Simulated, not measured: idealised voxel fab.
The following is a process module called voxel gate over fins.
Section cut is 170 nm wide and gridded with 5 nm square cells.
A cross-section in this document is a grid of square cells, and it is written down as bands, the top band listed before the ones below it; a band is made up of one or more rows of cells.
The entry gives the band's vertical extent as a top height and a bottom height in nm, then its horizontal make-up as materials from left to right, each with a width in nm. "empty" stands for empty space; a single material marked "everywhere" fills the band edge to edge.
Below 0: as-received wafer, all one material; heights counted from there. Lowest band: no bottom, goes on down, written "0 down".
With a width like "30..40", each row of cells in the band differs from the next by the same amount, the top row carrying the first number and the bottom row the second.
Where a step carries "remained the same", the cross-section came out of it unchanged, cell for cell.
"Sealed void listing": sealed empty spaces, 8 cells or more, no open way to top, listed width x height at distance, with distance from the left edge and width, height and distance in nm.
Anything after a step's settings on that line? It's the simulator's own note about the step.
A step line may carry the setting "overlay nm", which, for steps involving a mask, states the distance by which the mask lay to the right of its intended position; negative values denote displacement to the left.
[The steps planned for the process are as follows]
1 RECEIVE,material Si
2 CONFORMAL_DEP,material SiN,thk nm 5
3 DIRECTIONAL_DEP,material aC,thk nm 15
4 PATTERN,tone cover,mask id FINS,material resist,width nm 15,pitch nm 45,thk nm 35,overlay nm 0
5 DIRECTIONAL_ETCH,etch materials aC,depth nm 15
6 STRIP,etch materials resist
7 DIRECTIONAL_ETCH,etch materials SiN,depth nm 5
8 DIRECTIONAL_ETCH,etch materials Si,depth nm 40
9 STRIP,etch materials aC
10 OXIDIZE,depth nm 5
11 FILL_DEP,material SiO2,thk nm 5
12 CMP,height nm 5
13 SELECTIVE_ETCH,etch materials SiO2,depth nm 15
14 STRIP,etch materials SiN
15 CONFORMAL_DEP,material HfO2,thk nm 5
16 CONFORMAL_DEP,material TiN,thk nm 5
17 FILL_DEP,material W,thk nm 15
18 CMP,height nm 20
19 CONFORMAL_DEP,material SiCN,thk nm 10
[Cross-section, incoming material, after step 1]
- 0 down: Si everywhere
- Sealed void listing: none
[The module was run from the start shown above using the plan shown above, but one mistake was made doing it; the resulting wafer cross-section is below]
- 30 to 20: SiCN everywhere
- 20 to 10: W everywhere
- 10 to 5: 20 W | 35 TiN | 10 W | 35 TiN | 10 W | 35 TiN | 25 W
- 5 to 0: 20 W | 5 TiN | 25 HfO2 | 5 TiN | 10 W | 5 TiN | 25 HfO2 | 5 TiN | 10 W | 5 TiN | 25 HfO2 | 5 TiN | 25 W
- 0 to -30: 20 W | 5 TiN | 5 HfO2 | 5 SiO2 | 5 Si | 5 SiO2 | 5 HfO2 | 5 TiN | 10 W | 5 TiN | 5 HfO2 | 5 SiO2 | 5 Si | 5 SiO2 | 5 HfO2 | 5 TiN | 10 W | 5 TiN | 5 HfO2 | 5 SiO2 | 5 Si | 5 SiO2 | 5 HfO2 | 5 TiN | 25 W
- -30 to -35: 25 TiN | 5 HfO2 | 5 SiO2 | 5 Si | 5 SiO2 | 5 HfO2 | 20 TiN | 5 HfO2 | 5 SiO2 | 5 Si | 5 SiO2 | 5 HfO2 | 20 TiN | 5 HfO2 | 5 SiO2 | 5 Si | 5 SiO2 | 5 HfO2 | 30 TiN
- -35 to -40: 30 HfO2 | 5 SiO2 | 5 Si | 5 SiO2 | 30 HfO2 | 5 SiO2 | 5 Si | 5 SiO2 | 30 HfO2 | 5 SiO2 | 5 Si | 5 SiO2 | 35 HfO2
- -40 to -45: 35 SiO2 | 5 Si | 40 SiO2 | 5 Si | 40 SiO2 | 5 Si | 40 SiO2
- -45 down: Si everywhere
- Sealed void listing: none
Heads up, the wafer didn't run the way we planned it: step 11 was run on a setting that differed from the plan, and what really ran there is FILL_DEP,material SiN,thk nm 5
